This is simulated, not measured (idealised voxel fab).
Process module heading - voxel transistor to metal
Cross-section cut spans 155 nm and uses square cells 5 nm in size.
Cross-section, as written here: a square-cell grid given band by band from the top down, where a band holds one or more rows of cells. Top, bottom (nm), then materials left to right with widths (nm); lone material tagged "throughout" fills the whole band edge to edge; "air" = empty space. Heights are reckoned from 0. Under this level, the received wafer is all of one material. The bottommost band is open-ended downward, for example "0 and below". A width given as "30 to 40" starts at the first number in the band's top row and ends at the second number in its bottom row, shifting by an equal amount at every step from row to row. "remained unchanged" for a step: no cell of the cross-section changed in that step. Each empty space that has no open way to the top and spans at least 8 cells appears under "Fully sealed cavities" as width x height at distance, the distance counted from the left edge, all in nm. after a step's settings: what the simulator itself notes on the step. The setting "overlay nm" may be written on the line of a step. When the step uses a mask, the value reports how far to the right of the planned place the mask lay, and a negative value reports that it lay to the left.

[So here's the lineup of process steps we planned]
step 1: RECEIVE, material Si
step 2: OXIDIZE, depth nm 5
step 3: CONFORMAL_DEP, material SiN, thk nm 10
step 4: MASKED_ETCH, tone cover, mask id ACTIVE, width nm 120, etch materials SiN, depth nm 10, overlay nm 0
step 5: MASKED_ETCH, tone cover, mask id ACTIVE, width nm 120, etch materials SiO2, depth nm 5, overlay nm 0
step 6: MASKED_ETCH, tone cover, mask id ACTIVE, width nm 120, etch materials Si, depth nm 20, overlay nm 0
step 7: FILL_DEP, material SiO2, thk nm 15
step 8: CMP, height nm 10
step 9: SELECTIVE_ETCH, etch materials SiO2, depth nm 10
step 10: STRIP, etch materials SiN
step 11: SELECTIVE_ETCH, etch materials SiO2, depth nm 5
step 12: OXIDIZE, depth nm 5
step 13: DIRECTIONAL_DEP, material polySi, thk nm 20
step 14: DIRECTIONAL_DEP, material SiCN, thk nm 10
step 15: MASKED_ETCH, tone cover, mask id GATE, width nm 30, etch materials SiCN, depth nm 20, overlay nm 0
step 16: MASKED_ETCH, tone cover, mask id GATE, width nm 30, etch materials polySi, depth nm 30, overlay nm 0
step 17: CONFORMAL_DEP, material SiN, thk nm 10
step 18: DIRECTIONAL_ETCH, etch materials SiN, depth nm 10
step 19: DIRECTIONAL_ETCH, etch materials SiO2, depth nm 5
step 20: EPI, material pSi, thk nm 5
step 21: FILL_DEP, material SiO2, thk nm 5
step 22: CMP, height nm 15
step 23: STRIP, etch materials polySi
step 24: SELECTIVE_ETCH, etch materials SiO2, depth nm 5
step 25: CONFORMAL_DEP, material HfO2, thk nm 5
step 26: CONFORMAL_DEP, material TiN, thk nm 5
step 27: FILL_DEP, material W, thk nm 10
step 28: CMP, height nm 10
step 29: DIRECTIONAL_DEP, material SiO2, thk nm 15
step 30: PATTERN, tone open, mask id CONTACT, material resist, width nm 20, pitch nm 80, thk nm 15, overlay nm 0
step 31: DIRECTIONAL_ETCH, etch materials SiO2, depth nm 30
step 32: STRIP, etch materials resist
step 33: CONFORMAL_DEP, material TiN, thk nm 5
step 34: FILL_DEP, material W, thk nm 5
step 35: CMP, height nm 25
step 36: DIRECTIONAL_DEP, material TiN, thk nm 5
step 37: DIRECTIONAL_DEP, material Ru, thk nm 20
step 38: PATTERN, tone cover, mask id METAL_1, material resist, width nm 20, pitch nm 80, thk nm 15, overlay nm 0
step 39: DIRECTIONAL_ETCH, etch materials Ru, depth nm 20
step 40: DIRECTIONAL_ETCH, etch materials TiN, depth nm 5
step 41: STRIP, etch materials resist
step 42: FILL_DEP, material lowk, thk nm 5
step 43: CMP, height nm 50
step 44: CONFORMAL_DEP, material SiCN, thk nm 5

[Incoming wafer, cross-sectional view, post step 1]
  0 and below | Si throughout
  Fully sealed cavities: none

[What the wafer looks like in cross-section after this module, when it starts as shown above and follows the plan above but one mistake is made in running it]
  55 down to 50 | SiCN throughout
  50 down to 30 | lowk: 30 | Ru: 20 | lowk: 60 | Ru: 20 | lowk: 25
  30 down to 25 | lowk: 30 | TiN: 20 | lowk: 60 | TiN: 20 | lowk: 25
  25 down to 10 | SiO2: 25 | TiN: 5 | W: 10 | TiN: 5 | SiO2: 60 | TiN: 5 | W: 10 | TiN: 5 | SiO2: 30
  10 down to 0 | SiO2: 25 | TiN: 5 | W: 10 | TiN: 5 | SiO2: 5 | SiN: 10 | HfO2: 5 | TiN: 5 | W: 10 | TiN: 5 | HfO2: 5 | SiN: 10 | SiO2: 5 | TiN: 5 | W: 10 | TiN: 5 | SiO2: 30
  0 down to -5 | SiO2: 25 | TiN: 20 | SiO2: 5 | SiN: 10 | HfO2: 5 | TiN: 20 | HfO2: 5 | SiN: 10 | SiO2: 5 | TiN: 20 | SiO2: 30
  -5 down to -10 | SiO2: 10 | pSi: 40 | SiO2: 5 | HfO2: 40 | SiO2: 5 | pSi: 40 | SiO2: 15
  -10 down to -25 | SiO2: 15 | Si: 120 | SiO2: 20
  -25 and below | Si throughout
  Fully sealed cavities: none
Which mistake was made when the wafer was run? off-plan run, step 38, actual operation and settings PATTERN, tone cover, mask id METAL_1, material resist, width nm 20, pitch nm 80, thk nm 15, overlay nm 5
